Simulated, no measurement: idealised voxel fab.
Presented below is a process module, voxel released beams.
It is cross-section cut that appears here, measuring 290 nm in width, its square cells being 5 nm in size.
Cross-section = grid of square cells, listed top down in bands; band = one or more rows. Top height, bottom height, nm. Materials left to right, width each, nm. Single material + "full width" = fills band edge to edge. "air" = empty. All heights in this document are referenced to 0, defined as the level beneath which the wafer, as received, consists entirely of one material. The lowest band is not bounded below; it extends indefinitely downward and is written in the form "from 0 down". Top row gets the first number, bottom row gets the second, and each row in between changes by the same step: that is how a band width like "30 to 40" works. For the purposes of this document, the phrase "nothing different" attached to a step denotes that no cell within the cross-section was modified by that step. Basically, "Cavities, sealed" tells you about the enclosed voids: empty spaces with no open way to the top, 8 cells or bigger, each written width x height at distance, where distance is from the left edge, all in nm. It should be noted that, on the line of a given step, the content following the step's settings is a remark produced by the simulator itself with respect to that step. The optional step-line setting "overlay nm" applies to steps with a mask and quantifies how far to the right of its planned location the mask lay, a negative value indicating leftward placement.
-- Process steps - plan
1,RECEIVE: material Si
2,CONFORMAL_DEP: material Al2O3, thk nm 10
3,DIRECTIONAL_DEP: material SiO2, thk nm 10
4,PATTERN: tone open, mask id ANCHOR, material resist, width nm 25, thk nm 20, overlay nm 0
5,DIRECTIONAL_ETCH: etch materials SiO2, depth nm 10
6,STRIP: etch materials resist
7,CONFORMAL_DEP: material SiN, thk nm 10
8,MASKED_ETCH: tone cover, mask id BEAM, width nm 80, etch materials SiN, depth nm 10, overlay nm -15
9,STRIP: etch materials SiO2
The plan's step 8 overlay nm is the first wafer's value; the wafers differ in this setting and start identical.
-- Step 1 complete: as-received cross-section of the first of several wafers
> from 0 down: Si full width
> Cavities, sealed: none
-- Quick look at the cross-section of the first of several wafers after step 9, which wraps up the module
> from 30 to 20: air: 85 / SiN: 30 / air: 5 / SiN: 45 / air: 125
> from 20 to 10: air: 105 / SiN: 25 / air: 160
> from 10 to 0: Al2O3 full width
> from 0 down: Si full width
> Cavities, sealed: none
-- So this is the cross-section on the last wafer at the end of the module
> from 30 to 20: air: 120 / SiN: 75 / air: 95
> from 20 to 10: air: 105 / SiN: 25 / air: 160
> from 10 to 0: Al2O3 full width
> from 0 down: Si full width
> Cavities, sealed: none
-- Row per wafer, end-of-module: cell gain (+)/loss (-) by material since the wafer came in, then closed voids
overlay nm -15 | +116 Al2O3 | +40 SiN | Cavities, sealed: none
overlay nm -10 | +116 Al2O3 | +40 SiN | Cavities, sealed: none
overlay nm -5 | +116 Al2O3 | +40 SiN | Cavities, sealed: none
overlay nm 0 | +116 Al2O3 | +40 SiN | Cavities, sealed: none
overlay nm 5 | +116 Al2O3 | +40 SiN | Cavities, sealed: none
overlay nm 10 | +116 Al2O3 | +40 SiN | Cavities, sealed: none
overlay nm 15 | +116 Al2O3 | +40 SiN | Cavities, sealed: none
